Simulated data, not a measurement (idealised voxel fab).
Proc. module: voxel self aligned contacts
Section shown: cut. Width: 270 nm. Cell size: 5 nm, square.
Cross-section = grid of square cells, listed top down in bands; band = one or more rows. A band entry consists of two parts. The first gives the height of the band's top and the height of its bottom, in nm. The rest lists the band's materials from left to right, each with its width in nm. A single material labelled with the word "full width" fills the band from edge to edge, and the word "empty" marks empty space. Beneath 0, the wafer as received is one material, and that level is where height counting begins. The lowest band goes on downward without a bottom; it is written like "0 and below". The expression "30 to 40" gives the width at the extremes of the band, the first number at its top row of cells and the second at its bottom row, with the width changing by equal amounts from each row to the next in between. The cross-section has no changed cell in any step marked "remained the same". In "Internal closed voids" the enclosed voids are listed, meaning empty spaces of 8 cells or larger without any opening to the top. The form is width x height at distance, distance from the left edge, units nm. Past the settings on a step's line: simulator remark, on that step. overlay nm, on a step with a mask: how far to the right of its planned place the mask lay; to the left if negative.
### Process steps foreseen in the plan
1,RECEIVE (material Si)
2,OXIDIZE (depth nm 5)
3,DIRECTIONAL_DEP (material polySi; thk nm 25)
4,DIRECTIONAL_DEP (material SiN; thk nm 25)
5,DIRECTIONAL_DEP (material aC; thk nm 15)
6,PATTERN (tone cover; mask id GATE; material resist; width nm 35; pitch nm 80; thk nm 30; overlay nm 0)
7,DIRECTIONAL_ETCH (etch materials aC; depth nm 15)
8,STRIP (etch materials resist)
9,DIRECTIONAL_ETCH (etch materials SiN; depth nm 25)
10,DIRECTIONAL_ETCH (etch materials polySi; depth nm 25)
11,STRIP (etch materials aC)
12,CONFORMAL_DEP (material SiN; thk nm 10)
13,DIRECTIONAL_ETCH (etch materials SiN; depth nm 10)
14,FILL_DEP (material SiO2; thk nm 15)
15,CMP (height nm 60)
16,DIRECTIONAL_DEP (material aC; thk nm 10)
17,PATTERN (tone open; mask id CONTACT; material resist; width nm 65; thk nm 25; overlay nm 0)
18,DIRECTIONAL_ETCH (etch materials aC; depth nm 10)
19,STRIP (etch materials resist)
20,DIRECTIONAL_ETCH (etch materials SiO2; depth nm 65)
21,STRIP (etch materials aC)
22,CONFORMAL_DEP (material TiN; thk nm 5)
23,FILL_DEP (material Ru; thk nm 10)
24,CMP (height nm 60)
25,CONFORMAL_DEP (material SiN; thk nm 5)
### Incoming wafer, cross-sectional view, post step 1
	0 and below = Si full width
	Internal closed voids: none
### First wafer of two, sectioned at end of module; run went per plan
	65 down to 60 = SiN full width
	60 down to 50 = SiO2 100 nm  TiN 5 to 25 nm  Ru 55 to 15 nm  TiN 5 to 25 nm  SiO2 105 nm
	50 down to 25 = SiO2 65 nm  SiN 55 nm  TiN 5 nm  Ru 15 nm  TiN 5 nm  SiN 55 nm  SiO2 70 nm
	25 down to 0 = SiO2 65 nm  SiN 10 nm  polySi 35 nm  SiN 10 nm  TiN 5 nm  Ru 15 nm  TiN 5 nm  SiN 10 nm  polySi 35 nm  SiN 10 nm  SiO2 70 nm
	0 down to -5 = SiO2 120 nm  TiN 25 nm  SiO2 125 nm
	-5 and below = Si full width
	Internal closed voids: none
### Second of two wafers, module complete, sectioned: it shares the first wafer's start and plan but was run with one mistake
	65 down to 60 = Ru full width
	60 down to 50 = SiO2 100 nm  TiN 5 to 25 nm  Ru 55 to 15 nm  TiN 5 to 25 nm  SiO2 105 nm
	50 down to 25 = SiO2 65 nm  SiN 55 nm  TiN 5 nm  Ru 15 nm  TiN 5 nm  SiN 55 nm  SiO2 70 nm
	25 down to 0 = SiO2 65 nm  SiN 10 nm  polySi 35 nm  SiN 10 nm  TiN 5 nm  Ru 15 nm  TiN 5 nm  SiN 10 nm  polySi 35 nm  SiN 10 nm  SiO2 70 nm
	0 down to -5 = SiO2 120 nm  TiN 25 nm  SiO2 125 nm
	-5 and below = Si full width
	Internal closed voids: none
Plan not followed: step 25 changed vs plan, executed as CONFORMAL_DEP (material Ru; thk nm 5)
Final comparison by cell count, materials where the second wafer has more or fewer than the first: Ru +54, SiN -54
